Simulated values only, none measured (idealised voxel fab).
Title: Process Module voxel transistor to metal
In the cross-section labelled cut, the width is 190 nm and each square cell is 5 nm.
How to read a cross-section here: the picture is a grid of square cells, written as bands going from the top down, and any band can span one or more rows of cells.
A band entry consists of two parts. The first gives the height of the band's top and the height of its bottom, in nm. The rest lists the band's materials from left to right, each with its width in nm. A single material labelled with the word "everywhere" fills the band from edge to edge, and the word "blank" marks empty space.
Convention: height 0 is the level below which the wafer, as received, is all one material. The lowest band does not terminate at the bottom but continues downward, represented as "0 down".
Per-row width for "30->40": begins at first number (top row of band), ends at second number (bottom row), increment between rows held constant.
"no alterations made", as given for a step, is the statement that not any cell of the cross-section underwent a change during that step.
"Completely enclosed voids" lists enclosed empty spaces (at least 8 cells, no open path upward to the top), each as width x height at distance from the left edge, in nm.
Heads up: the bit after the settings on a step's line is the simulator's remark on that step.
"overlay nm", when on a step's line for a step with a mask, measures how far to the right of its planned place the mask lay; a negative measure means to the left.
Each of the pairs that make up the rest of this document says: here is the cross-section before one process step, here is the cross-section after it, drawn only down to the lowest band that changed, and here, under the pair, is the step lying between them with its settings. Different pairs may come from different runs of this module on the same starting wafer, so a pair continues from the pair above it only where its entry headed "Pre-processing view" says so.
Pre-processing view:
- 50 to 45  TiN (60), then blank (15), then TiN (35), then blank (15), then TiN (65)
- 45 to 35  SiO2 (55), then TiN (5), then blank (15->10), then TiN (5->10), then SiO2 (25), then TiN (5->10), then blank (15->10), then TiN (5), then SiO2 (60)
- 35 to 25  SiO2 (55), then TiN (5), then blank (10), then TiN (5), then SiN (5), then SiO2 (5), then SiCN (15), then SiO2 (5), then SiN (5), then TiN (5), then blank (10), then TiN (5), then SiO2 (60)
- 25 to 15  SiO2 (55), then TiN (5), then blank (10), then TiN (5), then SiN (5), then SiO2 (5), then polySi (15), then SiO2 (5), then SiN (5), then TiN (5), then blank (10), then TiN (5), then SiO2 (60)
- 15 to 10  SiO2 (55), then TiN (20), then SiN (5), then SiO2 (5), then polySi (15), then SiO2 (5), then SiN (5), then TiN (20), then SiO2 (60)
- 10 to 0  SiO2 (55), then TiN (5), then SiGe (15), then SiN (5), then SiO2 (5), then polySi (15), then SiO2 (5), then SiN (5), then SiGe (15), then TiN (5), then SiO2 (60)
- 0 to -5  SiO2 (40), then SiN (5), then SiO2 (10), then TiN (5), then SiGe (15), then SiO2 (35), then SiGe (15), then TiN (5), then SiO2 (10), then SiN (5), then SiO2 (45)
- -5 to -20  SiO2 (50), then SiGe (25), then Si (35), then SiGe (25), then SiO2 (55)
- -20 to -30  SiO2 (50), then Si (85), then SiO2 (55)
- -30 down  Si everywhere
- Completely enclosed voids: none
Cut View, Post-Step:
- 55 to 50  Ru everywhere
- 50 to 45  TiN (60), then Ru (15), then TiN (35), then Ru (15), then TiN (65)
- 45 to 35  SiO2 (55), then TiN (5), then Ru (15->10), then TiN (5->10), then SiO2 (25), then TiN (5->10), then Ru (15->10), then TiN (5), then SiO2 (60)
- 35 to 25  SiO2 (55), then TiN (5), then Ru (10), then TiN (5), then SiN (5), then SiO2 (5), then SiCN (15), then SiO2 (5), then SiN (5), then TiN (5), then Ru (10), then TiN (5), then SiO2 (60)
- 25 to 15  SiO2 (55), then TiN (5), then Ru (10), then TiN (5), then SiN (5), then SiO2 (5), then polySi (15), then SiO2 (5), then SiN (5), then TiN (5), then Ru (10), then TiN (5), then SiO2 (60)
- Unchanged below 15.
- Completely enclosed voids: none
Between the two cross-sections shown above lies FILL_DEP: material Ru, thk nm 5
Pre-processing view: The structure entering this step is exactly what the pair just above shows after its step.
Cut View, Post-Step:
- 45 to 35  SiO2 (55), then TiN (5), then Ru (15->10), then TiN (5->10), then SiO2 (25), then TiN (5->10), then Ru (15->10), then TiN (5), then SiO2 (60)
- Unchanged below 35.
- Completely enclosed voids: none
Between the two cross-sections shown above lies CMP: height nm 45
Pre-processing view: The structure entering this step is exactly what the pair just above shows after its step.
Cut View, Post-Step:
- 50 to 45  SiN everywhere
- Unchanged below 45.
- Completely enclosed voids: none
Between the two cross-sections shown above lies CONFORMAL_DEP: material SiN, thk nm 5
Pre-processing view: The structure entering this step is exactly what the pair just above shows after its step.
Cut View, Post-Step:
- 70 to 50  lowk everywhere
- Unchanged below 50.
- Completely enclosed voids: none
Between the two cross-sections shown above lies DIRECTIONAL_DEP: material lowk, thk nm 20
Pre-processing view: The structure entering this step is exactly what the pair just above shows after its step.
Cut View, Post-Step:
- 85 to 70  resist (55), then blank (15), then resist (45), then blank (15), then resist (60)
- Unchanged below 70.
- Completely enclosed voids: none
Between the two cross-sections shown above lies PATTERN: tone open, mask id METAL_1, material resist, width nm 15, pitch nm 60, thk nm 15, overlay nm 0
Pre-processing view: The structure entering this step is exactly what the pair just above shows after its step.
Cut View, Post-Step:
- 85 to 70  resist (55), then blank (15), then resist (45), then blank (15), then resist (60)
- 70 to 50  lowk (55), then blank (15), then lowk (45), then blank (15), then lowk (60)
- Unchanged below 50.
- Completely enclosed voids: none
Between the two cross-sections shown above lies DIRECTIONAL_ETCH: etch materials lowk, depth nm 20
Pre-processing view: The structure entering this step is exactly what the pair just above shows after its step.
Cut View, Post-Step:
- 85 to 70  resist (55), then blank (15), then resist (45), then blank (15), then resist (60)
- 70 to 50  lowk (55), then blank (15), then lowk (45), then blank (15), then lowk (60)
- 50 to 45  SiN (55), then blank (15), then SiN (45), then blank (15), then SiN (60)
- Unchanged below 45.
- Completely enclosed voids: none
Between the two cross-sections shown above lies DIRECTIONAL_ETCH: etch materials SiN, depth nm 5
Pre-processing view: The structure entering this step is exactly what the pair just above shows after its step.
Cut View, Post-Step:
- 70 to 50  lowk (55), then blank (15), then lowk (45), then blank (15), then lowk (60)
- Unchanged below 50.
- Completely enclosed voids: none
Between the two cross-sections shown above lies STRIP: etch materials resist
Pre-processing view: The structure entering this step is exactly what the pair just above shows after its step.
Cut View, Post-Step:
- 75 to 70  TiN (60), then blank (5), then TiN (55), then blank (5), then TiN (65)
- 70 to 50  lowk (55), then TiN (5), then blank (5), then TiN (5), then lowk (45), then TiN (5), then blank (5), then TiN (5), then lowk (60)
- 50 to 45  SiN (55), then TiN (15), then SiN (45), then TiN (15), then SiN (60)
- Unchanged below 45.
- Completely enclosed voids: none
Between the two cross-sections shown above lies CONFORMAL_DEP: material TiN, thk nm 5
Pre-processing view: The structure entering this step is exactly what the pair just above shows after its step.
Cut View, Post-Step:
- 85 to 75  Cu everywhere
- 75 to 70  TiN (60), then Cu (5), then TiN (55), then Cu (5), then TiN (65)
- 70 to 50  lowk (55), then TiN (5), then Cu (5), then TiN (5), then lowk (45), then TiN (5), then Cu (5), then TiN (5), then lowk (60)
- Unchanged below 50.
- Completely enclosed voids: none
Between the two cross-sections shown above lies FILL_DEP: material Cu, thk nm 10
Pre-processing view: The structure entering this step is exactly what the pair just above shows after its step.
Cut View, Post-Step:
- 70 to 50  lowk (55), then TiN (5), then Cu (5), then TiN (5), then lowk (45), then TiN (5), then Cu (5), then TiN (5), then lowk (60)
- Unchanged below 50.
- Completely enclosed voids: none
Between the two cross-sections shown above lies CMP: height nm 70
Pre-processing view: The structure entering this step is exactly what the pair just above shows after its step.
Cut View, Post-Step:
- 75 to 70  SiN everywhere
- Unchanged below 70.
- Completely enclosed voids: none
Between the two cross-sections shown above lies CONFORMAL_DEP: material SiN, thk nm 5
Pre-processing view:
- 40 to 35  SiO2 everywhere
- 35 to 20  SiO2 (75), then SiN (5), then SiO2 (5), then SiCN (15), then SiO2 (5), then SiN (5), then SiO2 (80)
- 20 to 5  SiO2 (75), then SiN (5), then SiO2 (5), then polySi (15), then SiO2 (5), then SiN (5), then SiO2 (80)
- 5 to -5  SiO2 (60), then SiGe (15), then SiN (5), then SiO2 (5), then polySi (15), then SiO2 (5), then SiN (5), then SiGe (15), then SiO2 (65)
- -5 to -10  SiO2 (60), then SiGe (15), then SiO2 (35), then SiGe (15), then SiO2 (65)
- -10 to -25  SiO2 (50), then SiGe (25), then Si (35), then SiGe (25), then SiO2 (55)
- -25 to -30  SiO2 (50), then Si (85), then SiO2 (55)
- -30 down  Si everywhere
- Completely enclosed voids: none
Cut View, Post-Step:
- 30 to 20  SiO2 (75), then SiN (5), then SiO2 (5), then SiCN (15), then SiO2 (5), then SiN (5), then SiO2 (80)
- Unchanged below 20.
- Completely enclosed voids: none
Between the two cross-sections shown above lies CMP: height nm 30
Pre-processing view: The structure entering this step is exactly what the pair just above shows after its step.
Cut View, Post-Step:
- 40 to 30  SiO2 everywhere
- Unchanged below 30.
- Completely enclosed voids: none
Between the two cross-sections shown above lies DIRECTIONAL_DEP: material SiO2, thk nm 10
Pre-processing view: The structure entering this step is exactly what the pair just above shows after its step.
Cut View, Post-Step:
- 55 to 40  aC everywhere
- Unchanged below 40.
- Completely enclosed voids: none
Between the two cross-sections shown above lies DIRECTIONAL_DEP: material aC, thk nm 15
Pre-processing view: The structure entering this step is exactly what the pair just above shows after its step.
Cut View, Post-Step:
- 90 to 55  resist (55), then blank (25), then resist (25), then blank (25), then resist (60)
- Unchanged below 55.
- Completely enclosed voids: none
Between the two cross-sections shown above lies PATTERN: tone open, mask id CONTACT, material resist, width nm 25, pitch nm 50, thk nm 35, overlay nm 0
Pre-processing view: The structure entering this step is exactly what the pair just above shows after its step.
Cut View, Post-Step:
- 75 to 55  resist (55), then blank (25), then resist (25), then blank (25), then resist (60)
- 55 to 40  aC (55), then blank (25), then aC (25), then blank (25), then aC (60)
- Unchanged below 40.
- Completely enclosed voids: none
Between the two cross-sections shown above lies DIRECTIONAL_ETCH: etch materials aC, depth nm 15
Pre-processing view: The structure entering this step is exactly what the pair just above shows after its step.
Cut View, Post-Step:
- 55 to 40  aC (55), then blank (25), then aC (25), then blank (25), then aC (60)
- Unchanged below 40.
- Completely enclosed voids: none
Between the two cross-sections shown above lies STRIP: etch materials resist
Pre-processing view: The structure entering this step is exactly what the pair just above shows after its step.
Cut View, Post-Step:
- 55 to 40  aC (55), then blank (25), then aC (25), then blank (25), then aC (60)
- 40 to 30  SiO2 (55), then blank (25), then SiO2 (25), then blank (25), then SiO2 (60)
- 30 to 20  SiO2 (55), then blank (20), then SiN (5), then SiO2 (5), then SiCN (15), then SiO2 (5), then SiN (5), then blank (20), then SiO2 (60)
- 20 to 5  SiO2 (55), then blank (20), then SiN (5), then SiO2 (5), then polySi (15), then SiO2 (5), then SiN (5), then blank (20), then SiO2 (60)
- 5 to -5  SiO2 (55), then blank (5), then SiGe (15), then SiN (5), then SiO2 (5), then polySi (15), then SiO2 (5), then SiN (5), then SiGe (15), then blank (5), then SiO2 (60)
- -5 to -10  SiO2 (55), then blank (5), then SiGe (15), then SiO2 (35), then SiGe (15), then blank (5), then SiO2 (60)
- Unchanged below -10.
- Completely enclosed voids: none
Between the two cross-sections shown above lies DIRECTIONAL_ETCH: etch materials SiO2, depth nm 55
Pre-processing view: The structure entering this step is exactly what the pair just above shows after its step.
Cut View, Post-Step:
- 40 to 30  SiO2 (55), then blank (25), then SiO2 (25), then blank (25), then SiO2 (60)
- Unchanged below 30.
- Completely enclosed voids: none
Between the two cross-sections shown above lies STRIP: etch materials aC
Pre-processing view: The structure entering this step is exactly what the pair just above shows after its step.
Cut View, Post-Step:
- 45 to 40  TiN (60), then blank (15), then TiN (35), then blank (15), then TiN (65)
- 40 to 30  SiO2 (55), then TiN (5), then blank (15->10), then TiN (5->10), then SiO2 (25), then TiN (5->10), then blank (15->10), then TiN (5), then SiO2 (60)
- 30 to 20  SiO2 (55), then TiN (5), then blank (10), then TiN (5), then SiN (5), then SiO2 (5), then SiCN (15), then SiO2 (5), then SiN (5), then TiN (5), then blank (10), then TiN (5), then SiO2 (60)
- 20 to 10  SiO2 (55), then TiN (5), then blank (10), then TiN (5), then SiN (5), then SiO2 (5), then polySi (15), then SiO2 (5), then SiN (5), then TiN (5), then blank (10), then TiN (5), then SiO2 (60)
- 10 to 5  SiO2 (55), then TiN (20), then SiN (5), then SiO2 (5), then polySi (15), then SiO2 (5), then SiN (5), then TiN (20), then SiO2 (60)
- 5 to -5  SiO2 (55), then TiN (5), then SiGe (15), then SiN (5), then SiO2 (5), then polySi (15), then SiO2 (5), then SiN (5), then SiGe (15), then TiN (5), then SiO2 (60)
- -5 to -10  SiO2 (55), then TiN (5), then SiGe (15), then SiO2 (35), then SiGe (15), then TiN (5), then SiO2 (60)
- Unchanged below -10.
- Completely enclosed voids: none
Between the two cross-sections shown above lies CONFORMAL_DEP: material TiN, thk nm 5
Pre-processing view: The structure entering this step is exactly what the pair just above shows after its step.
Cut View, Post-Step:
- 50 to 45  Ru everywhere
- 45 to 40  TiN (60), then Ru (15), then TiN (35), then Ru (15), then TiN (65)
- 40 to 30  SiO2 (55), then TiN (5), then Ru (15->10), then TiN (5->10), then SiO2 (25), then TiN (5->10), then Ru (15->10), then TiN (5), then SiO2 (60)
- 30 to 20  SiO2 (55), then TiN (5), then Ru (10), then TiN (5), then SiN (5), then SiO2 (5), then SiCN (15), then SiO2 (5), then SiN (5), then TiN (5), then Ru (10), then TiN (5), then SiO2 (60)
- 20 to 10  SiO2 (55), then TiN (5), then Ru (10), then TiN (5), then SiN (5), then SiO2 (5), then polySi (15), then SiO2 (5), then SiN (5), then TiN (5), then Ru (10), then TiN (5), then SiO2 (60)
- Unchanged below 10.
- Completely enclosed voids: none
Between the two cross-sections shown above lies FILL_DEP: material Ru, thk nm 5
Pre-processing view: The structure entering this step is exactly what the pair just above shows after its step.
Cut View, Post-Step:
- 45 to 40  TiN (60), then Ru (15), then TiN (35), then Ru (15), then TiN (65)
- Unchanged below 40.
- Completely enclosed voids: none
Between the two cross-sections shown above lies CMP: height nm 45
Pre-processing view: The structure entering this step is exactly what the pair just above shows after its step.
Cut View, Post-Step:
- 50 to 45  SiN everywhere
- Unchanged below 45.
- Completely enclosed voids: none
Between the two cross-sections shown above lies CONFORMAL_DEP: material SiN, thk nm 5
Pre-processing view: The structure entering this step is exactly what the pair just above shows after its step.
Cut View, Post-Step:
- 70 to 50  lowk everywhere
- Unchanged below 50.
- Completely enclosed voids: none
Between the two cross-sections shown above lies DIRECTIONAL_DEP: material lowk, thk nm 20
Pre-processing view: The structure entering this step is exactly what the pair just above shows after its step.
Cut View, Post-Step:
- 85 to 70  resist (55), then blank (15), then resist (45), then blank (15), then resist (60)
- Unchanged below 70.
- Completely enclosed voids: none
Between the two cross-sections shown above lies PATTERN: tone open, mask id METAL_1, material resist, width nm 15, pitch nm 60, thk nm 15, overlay nm 0
Pre-processing view: The structure entering this step is exactly what the pair just above shows after its step.
Cut View, Post-Step:
- 85 to 70  resist (55), then blank (15), then resist (45), then blank (15), then resist (60)
- 70 to 50  lowk (55), then blank (15), then lowk (45), then blank (15), then lowk (60)
- Unchanged below 50.
- Completely enclosed voids: none
Between the two cross-sections shown above lies DIRECTIONAL_ETCH: etch materials lowk, depth nm 20
Pre-processing view: The structure entering this step is exactly what the pair just above shows after its step.
Cut View, Post-Step:
- 85 to 70  resist (55), then blank (15), then resist (45), then blank (15), then resist (60)
- 70 to 50  lowk (55), then blank (15), then lowk (45), then blank (15), then lowk (60)
- 50 to 45  SiN (55), then blank (15), then SiN (45), then blank (15), then SiN (60)
- Unchanged below 45.
- Completely enclosed voids: none
Between the two cross-sections shown above lies DIRECTIONAL_ETCH: etch materials SiN, depth nm 5
Pre-processing view: The structure entering this step is exactly what the pair just above shows after its step.
Cut View, Post-Step:
- 70 to 50  lowk (55), then blank (15), then lowk (45), then blank (15), then lowk (60)
- Unchanged below 50.
- Completely enclosed voids: none
Between the two cross-sections shown above lies STRIP: etch materials resist
Pre-processing view: The structure entering this step is exactly what the pair just above shows after its step.
Cut View, Post-Step:
- 75 to 70  TiN (60), then blank (5), then TiN (55), then blank (5), then TiN (65)
- 70 to 50  lowk (55), then TiN (5), then blank (5), then TiN (5), then lowk (45), then TiN (5), then blank (5), then TiN (5), then lowk (60)
- 50 to 45  SiN (55), then TiN (15), then SiN (45), then TiN (15), then SiN (60)
- Unchanged below 45.
- Completely enclosed voids: none
Between the two cross-sections shown above lies CONFORMAL_DEP: material TiN, thk nm 5
Pre-processing view: The structure entering this step is exactly what the pair just above shows after its step.
Cut View, Post-Step:
- 85 to 75  Cu everywhere
- 75 to 70  TiN (60), then Cu (5), then TiN (55), then Cu (5), then TiN (65)
- 70 to 50  lowk (55), then TiN (5), then Cu (5), then TiN (5), then lowk (45), then TiN (5), then Cu (5), then TiN (5), then lowk (60)
- Unchanged below 50.
- Completely enclosed voids: none
Between the two cross-sections shown above lies FILL_DEP: material Cu, thk nm 10
Pre-processing view: The structure entering this step is exactly what the pair just above shows after its step.
Cut View, Post-Step:
- 70 to 50  lowk (55), then TiN (5), then Cu (5), then TiN (5), then lowk (45), then TiN (5), then Cu (5), then TiN (5), then lowk (60)
- Unchanged below 50.
- Completely enclosed voids: none
Between the two cross-sections shown above lies CMP: height nm 70
Pre-processing view: The structure entering this step is exactly what the pair just above shows after its step.
Cut View, Post-Step:
- 75 to 70  SiN everywhere
- Unchanged below 70.
- Completely enclosed voids: none
Between the two cross-sections shown above lies CONFORMAL_DEP: material SiN, thk nm 5
Pre-processing view:
- 35 to 20  SiCN everywhere
- 20 to -5  polySi everywhere
- -5 to -10  SiO2 everywhere
- -10 to -30  SiO2 (50), then Si (85), then SiO2 (55)
- -30 down  Si everywhere
- Completely enclosed voids: none
Cut View, Post-Step:
- 50 to 35  blank (85), then resist (20), then blank (85)
- Unchanged below 35.
- Completely enclosed voids: none
Between the two cross-sections shown above lies PATTERN: tone cover, mask id GATE, material resist, width nm 20, thk nm 15, overlay nm 0
Pre-processing view: The structure entering this step is exactly what the pair just above shows after its step.
Cut View, Post-Step:
- 50 to 35  blank (85), then resist (20), then blank (85)
- 35 to 20  blank (85), then SiCN (20), then blank (85)
- Unchanged below 20.
- Completely enclosed voids: none
Between the two cross-sections shown above lies DIRECTIONAL_ETCH: etch materials SiCN, depth nm 25
Pre-processing view: The structure entering this step is exactly what the pair just above shows after its step.
Cut View, Post-Step:
- 50 to 35  blank (85), then resist (20), then blank (85)
- 35 to 20  blank (85), then SiCN (20), then blank (85)
- 20 to -5  blank (85), then polySi (20), then blank (85)
- Unchanged below -5.
- Completely enclosed voids: none
Between the two cross-sections shown above lies DIRECTIONAL_ETCH: etch materials polySi, depth nm 35
Pre-processing view: The structure entering this step is exactly what the pair just above shows after its step.
Cut View, Post-Step:
- 35 to 20  blank (85), then SiCN (20), then blank (85)
- Unchanged below 20.
- Completely enclosed voids: none
Between the two cross-sections shown above lies STRIP: etch materials resist
Pre-processing view: The structure entering this step is exactly what the pair just above shows after its step.
Cut View, Post-Step:
- 40 to 35  blank (80), then SiO2 (30), then blank (80)
- 35 to 20  blank (80), then SiO2 (5), then SiCN (20), then SiO2 (5), then blank (80)
- 20 to 0  blank (80), then SiO2 (5), then polySi (20), then SiO2 (5), then blank (80)
- 0 to -5  SiO2 (85), then polySi (20), then SiO2 (85)
- Unchanged below -5.
- Completely enclosed voids: none
Between the two cross-sections shown above lies CONFORMAL_DEP: material SiO2, thk nm 5
Pre-processing view: The structure entering this step is exactly what the pair just above shows after its step.
Cut View, Post-Step:
- 35 to 20  blank (80), then SiO2 (5), then SiCN (20), then SiO2 (5), then blank (80)
- 20 to -5  blank (80), then SiO2 (5), then polySi (20), then SiO2 (5), then blank (80)
- Unchanged below -5.
- Completely enclosed voids: none
Between the two cross-sections shown above lies DIRECTIONAL_ETCH: etch materials SiO2, depth nm 5
Pre-processing view: The structure entering this step is exactly what the pair just above shows after its step.
Cut View, Post-Step:
- 40 to 35  blank (75), then SiN (40), then blank (75)
- 35 to 20  blank (75), then SiN (5), then SiO2 (5), then SiCN (20), then SiO2 (5), then SiN (5), then blank (75)
- 20 to 0  blank (75), then SiN (5), then SiO2 (5), then polySi (20), then SiO2 (5), then SiN (5), then blank (75)
- 0 to -5  SiN (80), then SiO2 (5), then polySi (20), then SiO2 (5), then SiN (80)
- Unchanged below -5.
- Completely enclosed voids: none
Between the two cross-sections shown above lies CONFORMAL_DEP: material SiN, thk nm 5
Pre-processing view: The structure entering this step is exactly what the pair just above shows after its step.
Cut View, Post-Step:
- 35 to 20  blank (75), then SiN (5), then SiO2 (5), then SiCN (20), then SiO2 (5), then SiN (5), then blank (75)
- 20 to -5  blank (75), then SiN (5), then SiO2 (5), then polySi (20), then SiO2 (5), then SiN (5), then blank (75)
- Unchanged below -5.
- Completely enclosed voids: none
Between the two cross-sections shown above lies DIRECTIONAL_ETCH: etch materials SiN, depth nm 5
Pre-processing view: The structure entering this step is exactly what the pair just above shows after its step.
Cut View, Post-Step:
- 35 to 30  blank (75), then SiN (5), then blank (5), then SiCN (20), then blank (5), then SiN (5), then blank (75)
- 30 to 20  blank (75), then SiN (5), then SiO2 (5), then SiCN (20), then SiO2 (5), then SiN (5), then blank (75)
- 20 to -5  blank (75), then SiN (5), then SiO2 (5), then polySi (20), then SiO2 (5), then SiN (5), then blank (75)
- -5 to -10  blank (75), then SiO2 (40), then blank (75)
- Unchanged below -10.
- Completely enclosed voids: none
Between the two cross-sections shown above lies DIRECTIONAL_ETCH: etch materials SiO2, depth nm 5
Pre-processing view: The structure entering this step is exactly what the pair just above shows after its step.
Cut View, Post-Step:
- 35 to 30  blank (75), then SiN (5), then blank (5), then SiCN (20), then blank (5), then SiN (5), then blank (75)
- 30 to 20  blank (75), then SiN (5), then SiO2 (5), then SiCN (20), then SiO2 (5), then SiN (5), then blank (75)
- 20 to -5  blank (75), then SiN (5), then SiO2 (5), then polySi (20), then SiO2 (5), then SiN (5), then blank (75)
- -5 to -10  blank (75), then SiO2 (40), then blank (75)
- -10 to -25  SiO2 (50), then blank (25), then Si (40), then blank (20), then SiO2 (55)
- Unchanged below -25.
- Completely enclosed voids: none
Between the two cross-sections shown above lies DIRECTIONAL_ETCH: etch materials Si, depth nm 15
Pre-processing view: The structure entering this step is exactly what the pair just above shows after its step.
Cut View, Post-Step:
- 35 to 30  blank (75), then SiN (5), then blank (5), then SiCN (20), then blank (5), then SiN (5), then blank (75)
- 30 to 20  blank (75), then SiN (5), then SiO2 (5), then SiCN (20), then SiO2 (5), then SiN (5), then blank (75)
- 20 to 5  blank (75), then SiN (5), then SiO2 (5), then polySi (20), then SiO2 (5), then SiN (5), then blank (75)
- 5 to -5  blank (60), then SiGe (15), then SiN (5), then SiO2 (5), then polySi (20), then SiO2 (5), then SiN (5), then SiGe (15), then blank (60)
- -5 to -10  blank (60), then SiGe (15), then SiO2 (40), then SiGe (15), then blank (60)
- -10 to -25  SiO2 (50), then SiGe (25), then Si (40), then SiGe (20), then SiO2 (55)
- Unchanged below -25.
- Completely enclosed voids: none
Between the two cross-sections shown above lies EPI: material SiGe, thk nm 15
Pre-processing view: The structure entering this step is exactly what the pair just above shows after its step.
Cut View, Post-Step:
- 40 to 35  SiO2 everywhere
- 35 to 20  SiO2 (75), then SiN (5), then SiO2 (5), then SiCN (20), then SiO2 (5), then SiN (5), then SiO2 (75)
- 20 to 5  SiO2 (75), then SiN (5), then SiO2 (5), then polySi (20), then SiO2 (5), then SiN (5), then SiO2 (75)
- 5 to -5  SiO2 (60), then SiGe (15), then SiN (5), then SiO2 (5), then polySi (20), then SiO2 (5), then SiN (5), then SiGe (15), then SiO2 (60)
- -5 to -10  SiO2 (60), then SiGe (15), then SiO2 (40), then SiGe (15), then SiO2 (60)
- Unchanged below -10.
- Completely enclosed voids: none
Between the two cross-sections shown above lies FILL_DEP: material SiO2, thk nm 5
Pre-processing view: The structure entering this step is exactly what the pair just above shows after its step.
Cut View, Post-Step:
- 35 to 20  SiO2 (75), then SiN (5), then SiO2 (5), then SiCN (20), then SiO2 (5), then SiN (5), then SiO2 (75)
- Unchanged below 20.
- Completely enclosed voids: none
Between the two cross-sections shown above lies CMP: height nm 35
Pre-processing view: The structure entering this step is exactly what the pair just above shows after its step.
Cut View, Post-Step:
- 45 to 35  SiO2 everywhere
- Unchanged below 35.
- Completely enclosed voids: none
Between the two cross-sections shown above lies DIRECTIONAL_DEP: material SiO2, thk nm 10
Pre-processing view: The structure entering this step is exactly what the pair just above shows after its step.
Cut View, Post-Step:
- 60 to 45  aC everywhere
- Unchanged below 45.
- Completely enclosed voids: none
Between the two cross-sections shown above lies DIRECTIONAL_DEP: material aC, thk nm 15
Pre-processing view: The structure entering this step is exactly what the pair just above shows after its step.
Cut View, Post-Step:
- 95 to 60  resist (55), then blank (25), then resist (25), then blank (25), then resist (60)
- Unchanged below 60.
- Completely enclosed voids: none
Between the two cross-sections shown above lies PATTERN: tone open, mask id CONTACT, material resist, width nm 25, pitch nm 50, thk nm 35, overlay nm 0
Pre-processing view: The structure entering this step is exactly what the pair just above shows after its step.
Cut View, Post-Step:
- 80 to 60  resist (55), then blank (25), then resist (25), then blank (25), then resist (60)
- 60 to 45  aC (55), then blank (25), then aC (25), then blank (25), then aC (60)
- Unchanged below 45.
- Completely enclosed voids: none
Between the two cross-sections shown above lies DIRECTIONAL_ETCH: etch materials aC, depth nm 15
Pre-processing view: The structure entering this step is exactly what the pair just above shows after its step.
Cut View, Post-Step:
- 60 to 45  aC (55), then blank (25), then aC (25), then blank (25), then aC (60)
- Unchanged below 45.
- Completely enclosed voids: none
Between the two cross-sections shown above lies STRIP: etch materials resist
Pre-processing view: The structure entering this step is exactly what the pair just above shows after its step.
Cut View, Post-Step:
- 60 to 45  aC (55), then blank (25), then aC (25), then blank (25), then aC (60)
- 45 to 35  SiO2 (55), then blank (25), then SiO2 (25), then blank (25), then SiO2 (60)
- 35 to 20  SiO2 (55), then blank (20), then SiN (5), then SiO2 (5), then SiCN (20), then blank (5), then SiN (5), then blank (15), then SiO2 (60)
- 20 to 5  SiO2 (55), then blank (20), then SiN (5), then SiO2 (5), then polySi (20), then blank (5), then SiN (5), then blank (15), then SiO2 (60)
- 5 to -5  SiO2 (55), then blank (5), then SiGe (15), then SiN (5), then SiO2 (5), then polySi (20), then blank (5), then SiN (5), then SiGe (15), then SiO2 (60)
- -5 to -10  SiO2 (55), then blank (5), then SiGe (15), then SiO2 (30), then blank (5), then SiO2 (5), then SiGe (15), then SiO2 (60)
- Unchanged below -10.
- Completely enclosed voids: none
Between the two cross-sections shown above lies DIRECTIONAL_ETCH: etch materials SiO2, depth nm 55
Pre-processing view: The structure entering this step is exactly what the pair just above shows after its step.
Cut View, Post-Step:
- 45 to 35  SiO2 (55), then blank (25), then SiO2 (25), then blank (25), then SiO2 (60)
- Unchanged below 35.
- Completely enclosed voids: none
Between the two cross-sections shown above lies STRIP: etch materials aC
Pre-processing view: The structure entering this step is exactly what the pair just above shows after its step.
Cut View, Post-Step:
- 50 to 45  TiN (60), then blank (15), then TiN (35), then blank (15), then TiN (65)
- 45 to 35  SiO2 (55), then TiN (5), then blank (15->10), then TiN (5->10), then SiO2 (25), then TiN (5->15), then blank (15->5), then TiN (5), then SiO2 (60)
- 35 to 20  SiO2 (55), then TiN (5), then blank (10), then TiN (5), then SiN (5), then SiO2 (5), then SiCN (20), then TiN (5), then SiN (5), then TiN (5), then blank (5), then TiN (5), then SiO2 (60)
- 20 to 10  SiO2 (55), then TiN (5), then blank (10), then TiN (5), then SiN (5), then SiO2 (5), then polySi (20), then TiN (5), then SiN (5), then TiN (5), then blank (5), then TiN (5), then SiO2 (60)
- 10 to 5  SiO2 (55), then TiN (20), then SiN (5), then SiO2 (5), then polySi (20), then TiN (5), then SiN (5), then TiN (15), then SiO2 (60)
- 5 to -5  SiO2 (55), then TiN (5), then SiGe (15), then SiN (5), then SiO2 (5), then polySi (20), then TiN (5), then SiN (5), then SiGe (15), then SiO2 (60)
- -5 to -10  SiO2 (55), then TiN (5), then SiGe (15), then SiO2 (30), then TiN (5), then SiO2 (5), then SiGe (15), then SiO2 (60)
- Unchanged below -10.
- Completely enclosed voids: none
Between the two cross-sections shown above lies CONFORMAL_DEP: material TiN, thk nm 5
Pre-processing view: The structure entering this step is exactly what the pair just above shows after its step.
Cut View, Post-Step:
- 55 to 50  Ru everywhere
- 50 to 45  TiN (60), then Ru (15), then TiN (35), then Ru (15), then TiN (65)
- 45 to 35  SiO2 (55), then TiN (5), then Ru (15->10), then TiN (5->10), then SiO2 (25), then TiN (5->15), then Ru (15->5), then TiN (5), then SiO2 (60)
- 35 to 20  SiO2 (55), then TiN (5), then Ru (10), then TiN (5), then SiN (5), then SiO2 (5), then SiCN (20), then TiN (5), then SiN (5), then TiN (5), then Ru (5), then TiN (5), then SiO2 (60)
- 20 to 10  SiO2 (55), then TiN (5), then Ru (10), then TiN (5), then SiN (5), then SiO2 (5), then polySi (20), then TiN (5), then SiN (5), then TiN (5), then Ru (5), then TiN (5), then SiO2 (60)
- Unchanged below 10.
- Completely enclosed voids: none
Between the two cross-sections shown above lies FILL_DEP: material Ru, thk nm 5
Pre-processing view: The structure entering this step is exactly what the pair just above shows after its step.
Cut View, Post-Step:
- 45 to 35  SiO2 (55), then TiN (5), then Ru (15->10), then TiN (5->10), then SiO2 (25), then TiN (5->15), then Ru (15->5), then TiN (5), then SiO2 (60)
- Unchanged below 35.
- Completely enclosed voids: none
Between the two cross-sections shown above lies CMP: height nm 45
Pre-processing view: The structure entering this step is exactly what the pair just above shows after its step.
Cut View, Post-Step:
- 50 to 45  SiN everywhere
- Unchanged below 45.
- Completely enclosed voids: none
Between the two cross-sections shown above lies CONFORMAL_DEP: material SiN, thk nm 5
Pre-processing view: The structure entering this step is exactly what the pair just above shows after its step.
Cut View, Post-Step:
- 70 to 50  lowk everywhere
- Unchanged below 50.
- Completely enclosed voids: none
Between the two cross-sections shown above lies DIRECTIONAL_DEP: material lowk, thk nm 20
Pre-processing view: The structure entering this step is exactly what the pair just above shows after its step.
Cut View, Post-Step:
- 85 to 70  resist (55), then blank (15), then resist (45), then blank (15), then resist (60)
- Unchanged below 70.
- Completely enclosed voids: none
Between the two cross-sections shown above lies PATTERN: tone open, mask id METAL_1, material resist, width nm 15, pitch nm 60, thk nm 15, overlay nm 0
Pre-processing view: The structure entering this step is exactly what the pair just above shows after its step.
Cut View, Post-Step:
- 85 to 70  resist (55), then blank (15), then resist (45), then blank (15), then resist (60)
- 70 to 50  lowk (55), then blank (15), then lowk (45), then blank (15), then lowk (60)
- Unchanged below 50.
- Completely enclosed voids: none
Between the two cross-sections shown above lies DIRECTIONAL_ETCH: etch materials lowk, depth nm 20
